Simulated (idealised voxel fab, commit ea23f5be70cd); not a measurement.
Presented below is a process module, voxel local oxidation.
Each square cell in cross-section cut measures 5 nm, and the section as a whole is 140 nm wide.
This document writes a cross-section as a grid whose cells are square, and gives it as bands, listed from the top down; one or more rows of cells form a band.
The band entry comprises the height of the band's top followed by the height of its bottom, expressed in nm, and subsequently the band's materials from left to right, each stated together with its width in nm. Where a single material is marked with the word "all across", that material fills the band from edge to edge. The word "empty" represents empty space.
The level at which height equals 0 is the one under which the wafer, as it arrives, is entirely one material. No lower edge exists for the bottom band, which continues downward and is notated as in "0 down".
Width: "30..40" (first number = top row, second number = bottom row, same change from row to row of cells).
It should be understood that the words "all unchanged", when stated for a given step, signify that the cross-section underwent no change in any of its cells during that step.
Empty spaces without an open route to the top, at least 8 cells in extent, make up the entry "Closed-off voids"; each is given as width x height at distance, where the distance is measured from the left edge, and all are in nm.
The remark found on a step's line after its settings is issued by the simulator itself and pertains to that step.
A step line may carry the setting "overlay nm", which, for steps involving a mask, states the distance by which the mask lay to the right of its intended position; negative values denote displacement to the left.

Set out below are the planned steps of the process:
step 1: RECEIVE [material Si]
step 2: OXIDIZE [depth nm 5]
step 3: CONFORMAL_DEP [material SiN] [thk nm 10]
step 4: PATTERN [tone cover] [mask id ACTIVE] [material resist] [width nm 95] [thk nm 15] [overlay nm 0]
step 5: DIRECTIONAL_ETCH [etch materials SiN] [depth nm 10]
step 6: STRIP [etch materials resist]
step 7: SELECTIVE_ETCH [etch materials SiO2] [depth nm 5]
step 8: OXIDIZE [depth nm 10]
step 9: STRIP [etch materials SiN]

First of two wafers: run as planned:

The cross-section here shows the wafer as received, i.e. in its state after step 1:
	0 down: Si all across
	Closed-off voids: none

How the wafer stands in section after step 2:
	0 to -5: SiO2 all across
	All layers under -5 are left as they were.

How the wafer stands in section after step 3:
	10 to 0: SiN all across
	All layers under 0 are left as they were.

How the wafer stands in section after step 4:
	25 to 10: empty 20 / resist 95 / empty 25
	All layers under 10 are left as they were.

How the wafer stands in section after step 5:
	25 to 10: empty 20 / resist 95 / empty 25
	10 to 0: empty 20 / SiN 95 / empty 25
	All layers under 0 are left as they were.

How the wafer stands in section after step 6:
	10 to 0: empty 20 / SiN 95 / empty 25
	All layers under 0 are left as they were.

How the wafer stands in section after step 7:
	10 to 0: empty 20 / SiN 95 / empty 25
	0 to -5: empty 25 / SiO2 85 / empty 30
	All layers under -5 are left as they were.

How the wafer stands in section after step 8:
	10 to 0: empty 20 / SiN 95 / empty 25
	0 to -5: empty 25 / SiO2 85 / empty 30
	-5 to -15: SiO2 35 / Si 65 / SiO2 40
	All layers under -15 are left as they were.

How the wafer stands in section after step 9:
	0 to -5: empty 25 / SiO2 85 / empty 30
	All layers under -5 are left as they were.

For the second wafer, take the first wafer's start and plan, then add one mistake made in running it; everything through step 7, that step included, is shared with the first:

What the second wafer looks like in cross-section when step 8 should have wrapped up:
	10 to 0: empty 20 / SiN 95 / empty 25
	0 to -5: empty 25 / SiO2 85 / empty 30
	-5 to -15: SiO2 35 / Si 65 / SiO2 40
	All layers under -15 are left as they were.

What the second wafer looks like in cross-section when step 9 should have wrapped up:
	0 to -5: empty 25 / SiO2 85 / empty 30
	All layers under -5 are left as they were.
The mistake made against the process plan was this: yeah, plan step 8 got run twice
Outcome: the two wafer cross-sections end up identical, and the model's computation is unaffected by the mistake.
